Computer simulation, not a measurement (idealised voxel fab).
The following process module bears the name voxel released beams.
The cross-section on display is named cut; it measures 170 nm wide, and its cells are 5 nm squares.
A cross-section is written here as square cells arranged in a grid, and it is given in bands from the top down, each band taking up one or more rows of cells.
The entry gives the band's vertical extent as a top height and a bottom height in nm, then its horizontal make-up as materials from left to right, each with a width in nm. "air" stands for empty space; a single material marked "throughout" fills the band edge to edge.
We count height from 0. Below that, the starting wafer is all one material. The lowest band never ends at the bottom but goes on down; see "0..down" for how that is written.
The two numbers in a width such as "30..40" mark its ends across the band: the first belongs to the top row of cells, the second to the bottom row, and from each row to the next the width moves by the same amount.
Reading "nothing got changed" for a step: not a cell of the cross-section changed in it.
In "Enclosed cavity list" the enclosed voids are listed, meaning empty spaces of 8 cells or larger without any opening to the top. The form is width x height at distance, distance from the left edge, units nm.
Note: text after step settings on the step line = simulator remark on that step.
If you see "overlay nm" on a step's line and that step has a mask, it's telling you how far right of where it was planned the mask ended up; a negative number means it went left instead.

### Steps in the process plan
| 1 | RECEIVE with material Si |
| 2 | CONFORMAL_DEP with material Al2O3, thk nm 5 |
| 3 | DIRECTIONAL_DEP with material SiO2, thk nm 10 |
| 4 | DIRECTIONAL_DEP with material aC, thk nm 10 |
| 5 | PATTERN with tone open, mask id ANCHOR, material resist, width nm 35, thk nm 25, overlay nm 0 |
| 6 | DIRECTIONAL_ETCH with etch materials aC, depth nm 10 |
| 7 | STRIP with etch materials resist |
| 8 | DIRECTIONAL_ETCH with etch materials SiO2, depth nm 10 |
| 9 | STRIP with etch materials aC |
| 10 | CONFORMAL_DEP with material SiN, thk nm 10 |
| 11 | DIRECTIONAL_DEP with material aC, thk nm 10 |
| 12 | PATTERN with tone cover, mask id BEAM, material resist, width nm 90, thk nm 30, overlay nm 0 |
| 13 | DIRECTIONAL_ETCH with etch materials aC, depth nm 10 |
| 14 | STRIP with etch materials resist |
| 15 | DIRECTIONAL_ETCH with etch materials SiN, depth nm 10 |
| 16 | STRIP with etch materials aC |
| 17 | STRIP with etch materials SiO2 |

### The first of two wafers, run as planned

### Wafer at receipt (post step 1), cross-section
- 0..down  Si throughout
- Enclosed cavity list: none

### Sectional view: wafer, after step 2
- 5..0  Al2O3 throughout
- Rest of section, below 0: as before.

### Sectional view: wafer, after step 3
- 15..5  SiO2 throughout
- Rest of section, below 5: as before.

### Sectional view: wafer, after step 4
- 25..15  aC throughout
- Rest of section, below 15: as before.

### Sectional view: wafer, after step 5
- 50..25  resist 40 | air 35 | resist 95
- Rest of section, below 25: as before.

### Sectional view: wafer, after step 6
- 40..25  resist 40 | air 35 | resist 95
- 25..15  aC 40 | air 35 | aC 95
- Rest of section, below 15: as before.

### Sectional view: wafer, after step 7
- 25..15  aC 40 | air 35 | aC 95
- Rest of section, below 15: as before.

### Sectional view: wafer, after step 8
- 25..15  aC 40 | air 35 | aC 95
- 15..5  SiO2 40 | air 35 | SiO2 95
- Rest of section, below 5: as before.

### Sectional view: wafer, after step 9
- 15..5  SiO2 40 | air 35 | SiO2 95
- Rest of section, below 5: as before.

### Sectional view: wafer, after step 10
- 25..15  SiN 50 | air 15 | SiN 105
- 15..5  SiO2 40 | SiN 35 | SiO2 95
- Rest of section, below 5: as before.

### Sectional view: wafer, after step 11
- 35..25  aC 50 | air 15 | aC 105
- 25..15  SiN 50 | aC 15 | SiN 105
- Rest of section, below 15: as before.

### Sectional view: wafer, after step 12
- 65..35  air 35 | resist 90 | air 45
- 35..25  aC 50 | resist 15 | aC 105
- Rest of section, below 25: as before.

### Sectional view: wafer, after step 13
- 55..35  air 35 | resist 90 | air 45
- 35..25  air 35 | aC 15 | resist 15 | aC 60 | air 45
- Rest of section, below 25: as before.

### Sectional view: wafer, after step 14
- 35..25  air 35 | aC 15 | air 15 | aC 60 | air 45
- Rest of section, below 25: as before.

### Sectional view: wafer, after step 15
- 35..25  air 35 | aC 15 | air 15 | aC 60 | air 45
- 25..15  air 35 | SiN 15 | aC 15 | SiN 60 | air 45
- Rest of section, below 15: as before.

### Sectional view: wafer, after step 16
- 25..15  air 35 | SiN 15 | air 15 | SiN 60 | air 45
- Rest of section, below 15: as before.

### Sectional view: wafer, after step 17
- 25..15  air 35 | SiN 15 | air 15 | SiN 60 | air 45
- 15..5  air 40 | SiN 35 | air 95
- Rest of section, below 5: as before.

### Second wafer: same start and same plan as the first, one execution error; identical to the first through step 11

### Second wafer, section view, time point: scheduled end of step 12
- 65..35  air 30 | resist 90 | air 50
- 35..25  aC 50 | resist 15 | aC 105
- Rest of section, below 25: as before.

### Second wafer, section view, time point: scheduled end of step 13
- 55..35  air 30 | resist 90 | air 50
- 35..25  air 30 | aC 20 | resist 15 | aC 55 | air 50
- Rest of section, below 25: as before.

### Second wafer, section view, time point: scheduled end of step 14
- 35..25  air 30 | aC 20 | air 15 | aC 55 | air 50
- Rest of section, below 25: as before.

### Second wafer, section view, time point: scheduled end of step 15
- 35..25  air 30 | aC 20 | air 15 | aC 55 | air 50
- 25..15  air 30 | SiN 20 | aC 15 | SiN 55 | air 50
- Rest of section, below 15: as before.

### Second wafer, section view, time point: scheduled end of step 16
- 25..15  air 30 | SiN 20 | air 15 | SiN 55 | air 50
- Rest of section, below 15: as before.

### Second wafer, section view, time point: scheduled end of step 17
- 25..15  air 30 | SiN 20 | air 15 | SiN 55 | air 50
- 15..5  air 40 | SiN 35 | air 95
- Rest of section, below 5: as before.
Misprocessing identified: the process deviated at step 12: the operation and settings actually run there were PATTERN with tone cover, mask id BEAM, material resist, width nm 90, thk nm 30, overlay nm -5
Matching per-material cell counts, mismatched positions: that is how the second wafer compares with the first at the end.
